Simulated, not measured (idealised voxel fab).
process module | voxel gate over fins
cross-section cut | 220 nm wide | cells 5 nm
A cross-section is a grid of square cells, given in bands from the top down. A band is one or more rows of cells.
Each band's line starts with the height of the band's top and of its bottom, in nm. Then come its materials from left to right, each with its width in nm. One material with "throughout" fills the band from edge to edge. "air" is empty space.
Height 0 is the level under which the wafer as received is all one material. The lowest band goes on downwards, as in "0 down".
A width such as "30 to 40" changes by the same amount from each row of cells to the next, from the band's top row to its bottom row.
"no change" after a step means that no cell of the cross-section changed.
closed voids: empty space of 8 cells or more with no open way to the top, each as width x height at its distance from the left edge, in nm
after a step's settings: what the simulator itself notes on the step
overlay nm, on a step with a mask: how far to the right of its planned place the mask lay; to the left if negative
Each pair below shows a cross-section before one step and the cross-section after it, down to the lowest band that changed. The line under each pair gives the step between them, with its settings. The pairs can come from different runs of this module on the same starting wafer, so a pair continues from the pair above only where its "before" says so.
before
  0 down: Si throughout
  closed voids: none
after
  5 to 0: SiN throughout
  below 0: unchanged
  closed voids: none
the step between: op CONFORMAL_DEP | material SiN | thk nm 5
before: the cross-section after the pair above
after
  5 to 0: air 35 | SiN 15 | air 30 | SiN 15 | air 30 | SiN 15 | air 30 | SiN 15 | air 35
  below 0: unchanged
  closed voids: none
the step between: op MASKED_ETCH | tone cover | mask id FINS | width nm 15 | pitch nm 45 | etch materials SiN | depth nm 5 | overlay nm 0
before: the cross-section after the pair above
after
  5 to 0: air 35 | SiN 15 | air 30 | SiN 15 | air 30 | SiN 15 | air 30 | SiN 15 | air 35
  0 to -30: air 35 | Si 15 | air 30 | Si 15 | air 30 | Si 15 | air 30 | Si 15 | air 35
  below -30: unchanged
  closed voids: none
the step between: op MASKED_ETCH | tone cover | mask id FINS | width nm 15 | pitch nm 45 | etch materials Si | depth nm 30 | overlay nm 0
before: the cross-section after the pair above
after
  20 to 5: SiO2 throughout
  5 to 0: SiO2 35 | SiN 15 | SiO2 30 | SiN 15 | SiO2 30 | SiN 15 | SiO2 30 | SiN 15 | SiO2 35
  0 to -30: SiO2 35 | Si 15 | SiO2 30 | Si 15 | SiO2 30 | Si 15 | SiO2 30 | Si 15 | SiO2 35
  below -30: unchanged
  closed voids: none
the step between: op FILL_DEP | material SiO2 | thk nm 15
before: the cross-section after the pair above
after
  5 to 0: SiO2 35 | SiN 15 | SiO2 30 | SiN 15 | SiO2 30 | SiN 15 | SiO2 30 | SiN 15 | SiO2 35
  below 0: unchanged
  closed voids: none
the step between: op CMP | height nm 5
before: the cross-section after the pair above
after
  5 to 0: air 35 | SiN 15 | air 30 | SiN 15 | air 30 | SiN 15 | air 30 | SiN 15 | air 35
  0 to -15: air 35 | Si 15 | air 30 | Si 15 | air 30 | Si 15 | air 30 | Si 15 | air 35
  below -15: unchanged
  closed voids: none
the step between: op SELECTIVE_ETCH | etch materials SiO2 | depth nm 20
before: the cross-section after the pair above
after
  0 to -15: air 35 | Si 15 | air 30 | Si 15 | air 30 | Si 15 | air 30 | Si 15 | air 35
  below -15: unchanged
  closed voids: none
the step between: op STRIP | etch materials SiN
before: the cross-section after the pair above
after
  5 to 0: air 30 | HfO2 25 | air 20 | HfO2 25 | air 20 | HfO2 25 | air 20 | HfO2 25 | air 30
  0 to -10: air 30 | HfO2 5 | Si 15 | HfO2 5 | air 20 | HfO2 5 | Si 15 | HfO2 5 | air 20 | HfO2 5 | Si 15 | HfO2 5 | air 20 | HfO2 5 | Si 15 | HfO2 5 | air 30
  -10 to -15: HfO2 35 | Si 15 | HfO2 30 | Si 15 | HfO2 30 | Si 15 | HfO2 30 | Si 15 | HfO2 35
  below -15: unchanged
  closed voids: none
the step between: op CONFORMAL_DEP | material HfO2 | thk nm 5
before: the cross-section after the pair above
after
  10 to 5: air 25 | TiN 35 | air 10 | TiN 35 | air 10 | TiN 35 | air 10 | TiN 35 | air 25
  5 to 0: air 25 | TiN 5 | HfO2 25 | TiN 5 | air 10 | TiN 5 | HfO2 25 | TiN 5 | air 10 | TiN 5 | HfO2 25 | TiN 5 | air 10 | TiN 5 | HfO2 25 | TiN 5 | air 25
  0 to -5: air 25 | TiN 5 | HfO2 5 | Si 15 | HfO2 5 | TiN 5 | air 10 | TiN 5 | HfO2 5 | Si 15 | HfO2 5 | TiN 5 | air 10 | TiN 5 | HfO2 5 | Si 15 | HfO2 5 | TiN 5 | air 10 | TiN 5 | HfO2 5 | Si 15 | HfO2 5 | TiN 5 | air 25
  -5 to -10: TiN 30 | HfO2 5 | Si 15 | HfO2 5 | TiN 20 | HfO2 5 | Si 15 | HfO2 5 | TiN 20 | HfO2 5 | Si 15 | HfO2 5 | TiN 20 | HfO2 5 | Si 15 | HfO2 5 | TiN 30
  below -10: unchanged
  closed voids: none
the step between: op CONFORMAL_DEP | material TiN | thk nm 5
before: the cross-section after the pair above
after
  25 to 10: W throughout
  10 to 5: W 25 | TiN 35 | W 10 | TiN 35 | W 10 | TiN 35 | W 10 | TiN 35 | W 25
  5 to 0: W 25 | TiN 5 | HfO2 25 | TiN 5 | W 10 | TiN 5 | HfO2 25 | TiN 5 | W 10 | TiN 5 | HfO2 25 | TiN 5 | W 10 | TiN 5 | HfO2 25 | TiN 5 | W 25
  0 to -5: W 25 | TiN 5 | HfO2 5 | Si 15 | HfO2 5 | TiN 5 | W 10 | TiN 5 | HfO2 5 | Si 15 | HfO2 5 | TiN 5 | W 10 | TiN 5 | HfO2 5 | Si 15 | HfO2 5 | TiN 5 | W 10 | TiN 5 | HfO2 5 | Si 15 | HfO2 5 | TiN 5 | W 25
  below -5: unchanged
  closed voids: none
the step between: op FILL_DEP | material W | thk nm 15
before: the cross-section after the pair above
after
  20 to 10: W throughout
  below 10: unchanged
  closed voids: none
the step between: op CMP | height nm 20
before: the cross-section after the pair above
after
  25 to 20: SiN throughout
  below 20: unchanged
  closed voids: none
the step between: op CONFORMAL_DEP | material SiN | thk nm 5
before
  0 to -15: air 35 | Si 15 | air 30 | Si 15 | air 30 | Si 15 | air 30 | Si 15 | air 35
  -15 to -30: SiO2 35 | Si 15 | SiO2 30 | Si 15 | SiO2 30 | Si 15 | SiO2 30 | Si 15 | SiO2 35
  -30 down: Si throughout
  closed voids: none
after
  5 to 0: air 30 | TiN 25 | air 20 | TiN 25 | air 20 | TiN 25 | air 20 | TiN 25 | air 30
  0 to -10: air 30 | TiN 5 | Si 15 | TiN 5 | air 20 | TiN 5 | Si 15 | TiN 5 | air 20 | TiN 5 | Si 15 | TiN 5 | air 20 | TiN 5 | Si 15 | TiN 5 | air 30
  -10 to -15: TiN 35 | Si 15 | TiN 30 | Si 15 | TiN 30 | Si 15 | TiN 30 | Si 15 | TiN 35
  below -15: unchanged
  closed voids: none
the step between: op CONFORMAL_DEP | material TiN | thk nm 5
before: the cross-section after the pair above
after
  20 to 5: W throughout
  5 to 0: W 30 | TiN 25 | W 20 | TiN 25 | W 20 | TiN 25 | W 20 | TiN 25 | W 30
  0 to -10: W 30 | TiN 5 | Si 15 | TiN 5 | W 20 | TiN 5 | Si 15 | TiN 5 | W 20 | TiN 5 | Si 15 | TiN 5 | W 20 | TiN 5 | Si 15 | TiN 5 | W 30
  below -10: unchanged
  closed voids: none
the step between: op FILL_DEP | material W | thk nm 15
before: the cross-section after the pair above
after
  25 to 20: SiN throughout
  below 20: unchanged
  closed voids: none
the step between: op CONFORMAL_DEP | material SiN | thk nm 5
before
  5 to 0: air 35 | SiN 15 | air 30 | SiN 15 | air 30 | SiN 15 | air 30 | SiN 15 | air 35
  0 to -30: air 35 | Si 15 | air 30 | Si 15 | air 30 | Si 15 | air 30 | Si 15 | air 35
  -30 down: Si throughout
  closed voids: none
after
  5 to 0: air 35 | SiN 15 | air 30 | SiN 15 | air 30 | SiN 15 | air 30 | SiN 15 | air 35
  0 to -60: air 35 | Si 15 | air 30 | Si 15 | air 30 | Si 15 | air 30 | Si 15 | air 35
  below -60: unchanged
  closed voids: none
the step between: op MASKED_ETCH | tone cover | mask id FINS | width nm 15 | pitch nm 45 | etch materials Si | depth nm 30 | overlay nm 0
before: the cross-section after the pair above
after
  20 to 5: SiO2 throughout
  5 to 0: SiO2 35 | SiN 15 | SiO2 30 | SiN 15 | SiO2 30 | SiN 15 | SiO2 30 | SiN 15 | SiO2 35
  0 to -60: SiO2 35 | Si 15 | SiO2 30 | Si 15 | SiO2 30 | Si 15 | SiO2 30 | Si 15 | SiO2 35
  below -60: unchanged
  closed voids: none
the step between: op FILL_DEP | material SiO2 | thk nm 15
before: the cross-section after the pair above
after
  5 to 0: SiO2 35 | SiN 15 | SiO2 30 | SiN 15 | SiO2 30 | SiN 15 | SiO2 30 | SiN 15 | SiO2 35
  below 0: unchanged
  closed voids: none
the step between: op CMP | height nm 5
before: the cross-section after the pair above
after
  5 to 0: air 35 | SiN 15 | air 30 | SiN 15 | air 30 | SiN 15 | air 30 | SiN 15 | air 35
  0 to -15: air 35 | Si 15 | air 30 | Si 15 | air 30 | Si 15 | air 30 | Si 15 | air 35
  below -15: unchanged
  closed voids: none
the step between: op SELECTIVE_ETCH | etch materials SiO2 | depth nm 20
before: the cross-section after the pair above
after
  0 to -15: air 35 | Si 15 | air 30 | Si 15 | air 30 | Si 15 | air 30 | Si 15 | air 35
  below -15: unchanged
  closed voids: none
the step between: op STRIP | etch materials SiN
before: the cross-section after the pair above
after
  5 to 0: air 30 | HfO2 25 | air 20 | HfO2 25 | air 20 | HfO2 25 | air 20 | HfO2 25 | air 30
  0 to -10: air 30 | HfO2 5 | Si 15 | HfO2 5 | air 20 | HfO2 5 | Si 15 | HfO2 5 | air 20 | HfO2 5 | Si 15 | HfO2 5 | air 20 | HfO2 5 | Si 15 | HfO2 5 | air 30
  -10 to -15: HfO2 35 | Si 15 | HfO2 30 | Si 15 | HfO2 30 | Si 15 | HfO2 30 | Si 15 | HfO2 35
  below -15: unchanged
  closed voids: none
the step between: op CONFORMAL_DEP | material HfO2 | thk nm 5
before: the cross-section after the pair above
after
  10 to 5: air 25 | TiN 35 | air 10 | TiN 35 | air 10 | TiN 35 | air 10 | TiN 35 | air 25
  5 to 0: air 25 | TiN 5 | HfO2 25 | TiN 5 | air 10 | TiN 5 | HfO2 25 | TiN 5 | air 10 | TiN 5 | HfO2 25 | TiN 5 | air 10 | TiN 5 | HfO2 25 | TiN 5 | air 25
  0 to -5: air 25 | TiN 5 | HfO2 5 | Si 15 | HfO2 5 | TiN 5 | air 10 | TiN 5 | HfO2 5 | Si 15 | HfO2 5 | TiN 5 | air 10 | TiN 5 | HfO2 5 | Si 15 | HfO2 5 | TiN 5 | air 10 | TiN 5 | HfO2 5 | Si 15 | HfO2 5 | TiN 5 | air 25
  -5 to -10: TiN 30 | HfO2 5 | Si 15 | HfO2 5 | TiN 20 | HfO2 5 | Si 15 | HfO2 5 | TiN 20 | HfO2 5 | Si 15 | HfO2 5 | TiN 20 | HfO2 5 | Si 15 | HfO2 5 | TiN 30
  below -10: unchanged
  closed voids: none
the step between: op CONFORMAL_DEP | material TiN | thk nm 5
before: the cross-section after the pair above
after
  25 to 10: W throughout
  10 to 5: W 25 | TiN 35 | W 10 | TiN 35 | W 10 | TiN 35 | W 10 | TiN 35 | W 25
  5 to 0: W 25 | TiN 5 | HfO2 25 | TiN 5 | W 10 | TiN 5 | HfO2 25 | TiN 5 | W 10 | TiN 5 | HfO2 25 | TiN 5 | W 10 | TiN 5 | HfO2 25 | TiN 5 | W 25
  0 to -5: W 25 | TiN 5 | HfO2 5 | Si 15 | HfO2 5 | TiN 5 | W 10 | TiN 5 | HfO2 5 | Si 15 | HfO2 5 | TiN 5 | W 10 | TiN 5 | HfO2 5 | Si 15 | HfO2 5 | TiN 5 | W 10 | TiN 5 | HfO2 5 | Si 15 | HfO2 5 | TiN 5 | W 25
  below -5: unchanged
  closed voids: none
the step between: op FILL_DEP | material W | thk nm 15
before: the cross-section after the pair above
after
  20 to 10: W throughout
  below 10: unchanged
  closed voids: none
the step between: op CMP | height nm 20
before: the cross-section after the pair above
after
  25 to 20: SiN throughout
  below 20: unchanged
  closed voids: none
the step between: op CONFORMAL_DEP | material SiN | thk nm 5
before
  5 to 0: SiO2 35 | SiN 15 | SiO2 30 | SiN 15 | SiO2 30 | SiN 15 | SiO2 30 | SiN 15 | SiO2 35
  0 to -30: SiO2 35 | Si 15 | SiO2 30 | Si 15 | SiO2 30 | Si 15 | SiO2 30 | Si 15 | SiO2 35
  -30 down: Si throughout
  closed voids: none
after
  5 to 0: SiO2 35 | air 15 | SiO2 30 | air 15 | SiO2 30 | air 15 | SiO2 30 | air 15 | SiO2 35
  below 0: unchanged
  closed voids: none
the step between: op STRIP | etch materials SiN
before: the cross-section after the pair above
after
  0 to -15: air 35 | Si 15 | air 30 | Si 15 | air 30 | Si 15 | air 30 | Si 15 | air 35
  -15 to -20: SiO2 15 | air 20 | Si 15 | air 30 | Si 15 | air 30 | Si 15 | air 30 | Si 15 | air 20 | SiO2 15
  below -20: unchanged
  closed voids: none
the step between: op SELECTIVE_ETCH | etch materials SiO2 | depth nm 20
before: the cross-section after the pair above
after
  5 to 0: air 30 | HfO2 25 | air 20 | HfO2 25 | air 20 | HfO2 25 | air 20 | HfO2 25 | air 30
  0 to -10: air 30 | HfO2 5 | Si 15 | HfO2 5 | air 20 | HfO2 5 | Si 15 | HfO2 5 | air 20 | HfO2 5 | Si 15 | HfO2 5 | air 20 | HfO2 5 | Si 15 | HfO2 5 | air 30
  -10 to -15: HfO2 20 | air 10 | HfO2 5 | Si 15 | HfO2 5 | air 20 | HfO2 5 | Si 15 | HfO2 5 | air 20 | HfO2 5 | Si 15 | HfO2 5 | air 20 | HfO2 5 | Si 15 | HfO2 5 | air 10 | HfO2 20
  -15 to -20: SiO2 15 | HfO2 20 | Si 15 | HfO2 30 | Si 15 | HfO2 30 | Si 15 | HfO2 30 | Si 15 | HfO2 20 | SiO2 15
  below -20: unchanged
  closed voids: none
the step between: op CONFORMAL_DEP | material HfO2 | thk nm 5
before: the cross-section after the pair above
after
  10 to 5: air 25 | TiN 35 | air 10 | TiN 35 | air 10 | TiN 35 | air 10 | TiN 35 | air 25
  5 to 0: air 25 | TiN 5 | HfO2 25 | TiN 5 | air 10 | TiN 5 | HfO2 25 | TiN 5 | air 10 | TiN 5 | HfO2 25 | TiN 5 | air 10 | TiN 5 | HfO2 25 | TiN 5 | air 25
  0 to -5: air 25 | TiN 5 | HfO2 5 | Si 15 | HfO2 5 | TiN 5 | air 10 | TiN 5 | HfO2 5 | Si 15 | HfO2 5 | TiN 5 | air 10 | TiN 5 | HfO2 5 | Si 15 | HfO2 5 | TiN 5 | air 10 | TiN 5 | HfO2 5 | Si 15 | HfO2 5 | TiN 5 | air 25
  -5 to -10: TiN 30 | HfO2 5 | Si 15 | HfO2 5 | TiN 5 | air 10 | TiN 5 | HfO2 5 | Si 15 | HfO2 5 | TiN 5 | air 10 | TiN 5 | HfO2 5 | Si 15 | HfO2 5 | TiN 5 | air 10 | TiN 5 | HfO2 5 | Si 15 | HfO2 5 | TiN 30
  -10 to -15: HfO2 20 | TiN 10 | HfO2 5 | Si 15 | HfO2 5 | TiN 20 | HfO2 5 | Si 15 | HfO2 5 | TiN 20 | HfO2 5 | Si 15 | HfO2 5 | TiN 20 | HfO2 5 | Si 15 | HfO2 5 | TiN 10 | HfO2 20
  below -15: unchanged
  closed voids: none
the step between: op CONFORMAL_DEP | material TiN | thk nm 5
before: the cross-section after the pair above
after
  25 to 10: W throughout
  10 to 5: W 25 | TiN 35 | W 10 | TiN 35 | W 10 | TiN 35 | W 10 | TiN 35 | W 25
  5 to 0: W 25 | TiN 5 | HfO2 25 | TiN 5 | W 10 | TiN 5 | HfO2 25 | TiN 5 | W 10 | TiN 5 | HfO2 25 | TiN 5 | W 10 | TiN 5 | HfO2 25 | TiN 5 | W 25
  0 to -5: W 25 | TiN 5 | HfO2 5 | Si 15 | HfO2 5 | TiN 5 | W 10 | TiN 5 | HfO2 5 | Si 15 | HfO2 5 | TiN 5 | W 10 | TiN 5 | HfO2 5 | Si 15 | HfO2 5 | TiN 5 | W 10 | TiN 5 | HfO2 5 | Si 15 | HfO2 5 | TiN 5 | W 25
  -5 to -10: TiN 30 | HfO2 5 | Si 15 | HfO2 5 | TiN 5 | W 10 | TiN 5 | HfO2 5 | Si 15 | HfO2 5 | TiN 5 | W 10 | TiN 5 | HfO2 5 | Si 15 | HfO2 5 | TiN 5 | W 10 | TiN 5 | HfO2 5 | Si 15 | HfO2 5 | TiN 30
  below -10: unchanged
  closed voids: none
the step between: op FILL_DEP | material W | thk nm 15
before: the cross-section after the pair above
after
  20 to 10: W throughout
  below 10: unchanged
  closed voids: none
the step between: op CMP | height nm 20
before: the cross-section after the pair above
after
  25 to 20: SiN throughout
  below 20: unchanged
  closed voids: none
the step between: op CONFORMAL_DEP | material SiN | thk nm 5
before
  20 to 5: SiO2 throughout
  5 to 0: SiO2 35 | SiN 15 | SiO2 30 | SiN 15 | SiO2 30 | SiN 15 | SiO2 30 | SiN 15 | SiO2 35
  0 to -30: SiO2 35 | Si 15 | SiO2 30 | Si 15 | SiO2 30 | Si 15 | SiO2 30 | Si 15 | SiO2 35
  -30 down: Si throughout
  closed voids: none
after
  -5 to -30: SiO2 35 | Si 15 | SiO2 30 | Si 15 | SiO2 30 | Si 15 | SiO2 30 | Si 15 | SiO2 35
  below -30: unchanged
  closed voids: none
the step between: op CMP | height nm -5
before: the cross-section after the pair above
after
  -5 to -25: air 35 | Si 15 | air 30 | Si 15 | air 30 | Si 15 | air 30 | Si 15 | air 35
  below -25: unchanged
  closed voids: none
the step between: op SELECTIVE_ETCH | etch materials SiO2 | depth nm 20
before: the cross-section after the pair above
after
  0 to -5: air 30 | HfO2 25 | air 20 | HfO2 25 | air 20 | HfO2 25 | air 20 | HfO2 25 | air 30
  -5 to -20: air 30 | HfO2 5 | Si 15 | HfO2 5 | air 20 | HfO2 5 | Si 15 | HfO2 5 | air 20 | HfO2 5 | Si 15 | HfO2 5 | air 20 | HfO2 5 | Si 15 | HfO2 5 | air 30
  -20 to -25: HfO2 35 | Si 15 | HfO2 30 | Si 15 | HfO2 30 | Si 15 | HfO2 30 | Si 15 | HfO2 35
  below -25: unchanged
  closed voids: none
the step between: op CONFORMAL_DEP | material HfO2 | thk nm 5
before: the cross-section after the pair above
after
  5 to 0: air 25 | TiN 35 | air 10 | TiN 35 | air 10 | TiN 35 | air 10 | TiN 35 | air 25
  0 to -5: air 25 | TiN 5 | HfO2 25 | TiN 5 | air 10 | TiN 5 | HfO2 25 | TiN 5 | air 10 | TiN 5 | HfO2 25 | TiN 5 | air 10 | TiN 5 | HfO2 25 | TiN 5 | air 25
  -5 to -15: air 25 | TiN 5 | HfO2 5 | Si 15 | HfO2 5 | TiN 5 | air 10 | TiN 5 | HfO2 5 | Si 15 | HfO2 5 | TiN 5 | air 10 | TiN 5 | HfO2 5 | Si 15 | HfO2 5 | TiN 5 | air 10 | TiN 5 | HfO2 5 | Si 15 | HfO2 5 | TiN 5 | air 25
  -15 to -20: TiN 30 | HfO2 5 | Si 15 | HfO2 5 | TiN 20 | HfO2 5 | Si 15 | HfO2 5 | TiN 20 | HfO2 5 | Si 15 | HfO2 5 | TiN 20 | HfO2 5 | Si 15 | HfO2 5 | TiN 30
  below -20: unchanged
  closed voids: none
the step between: op CONFORMAL_DEP | material TiN | thk nm 5
before: the cross-section after the pair above
after
  20 to 5: W throughout
  5 to 0: W 25 | TiN 35 | W 10 | TiN 35 | W 10 | TiN 35 | W 10 | TiN 35 | W 25
  0 to -5: W 25 | TiN 5 | HfO2 25 | TiN 5 | W 10 | TiN 5 | HfO2 25 | TiN 5 | W 10 | TiN 5 | HfO2 25 | TiN 5 | W 10 | TiN 5 | HfO2 25 | TiN 5 | W 25
  -5 to -15: W 25 | TiN 5 | HfO2 5 | Si 15 | HfO2 5 | TiN 5 | W 10 | TiN 5 | HfO2 5 | Si 15 | HfO2 5 | TiN 5 | W 10 | TiN 5 | HfO2 5 | Si 15 | HfO2 5 | TiN 5 | W 10 | TiN 5 | HfO2 5 | Si 15 | HfO2 5 | TiN 5 | W 25
  below -15: unchanged
  closed voids: none
the step between: op FILL_DEP | material W | thk nm 15
before: the cross-section after the pair above
after
  25 to 20: SiN throughout
  below 20: unchanged
  closed voids: none
the step between: op CONFORMAL_DEP | material SiN | thk nm 5
before
  0 down: Si throughout
  closed voids: none
after
  5 to 0: TiN throughout
  below 0: unchanged
  closed voids: none
the step between: op CONFORMAL_DEP | material TiN | thk nm 5
before: the cross-section after the pair above
after
  20 to 5: SiO2 throughout
  below 5: unchanged
  closed voids: none
the step between: op FILL_DEP | material SiO2 | thk nm 15
before: the cross-section after the pair above
after
  5 to 0: TiN throughout
  below 0: unchanged
  closed voids: none
the step between: op CMP | height nm 5
before: the cross-section after the pair above
after
  10 to 5: HfO2 throughout
  below 5: unchanged
  closed voids: none
the step between: op CONFORMAL_DEP | material HfO2 | thk nm 5
before: the cross-section after the pair above
after
  15 to 10: TiN throughout
  below 10: unchanged
  closed voids: none
the step between: op CONFORMAL_DEP | material TiN | thk nm 5
before: the cross-section after the pair above
after
  30 to 15: W throughout
  below 15: unchanged
  closed voids: none
the step between: op FILL_DEP | material W | thk nm 15
before: the cross-section after the pair above
after
  20 to 15: W throughout
  below 15: unchanged
  closed voids: none
the step between: op CMP | height nm 20
before: the cross-section after the pair above
after
  25 to 20: SiN throughout
  below 20: unchanged
  closed voids: none
the step between: op CONFORMAL_DEP | material SiN | thk nm 5
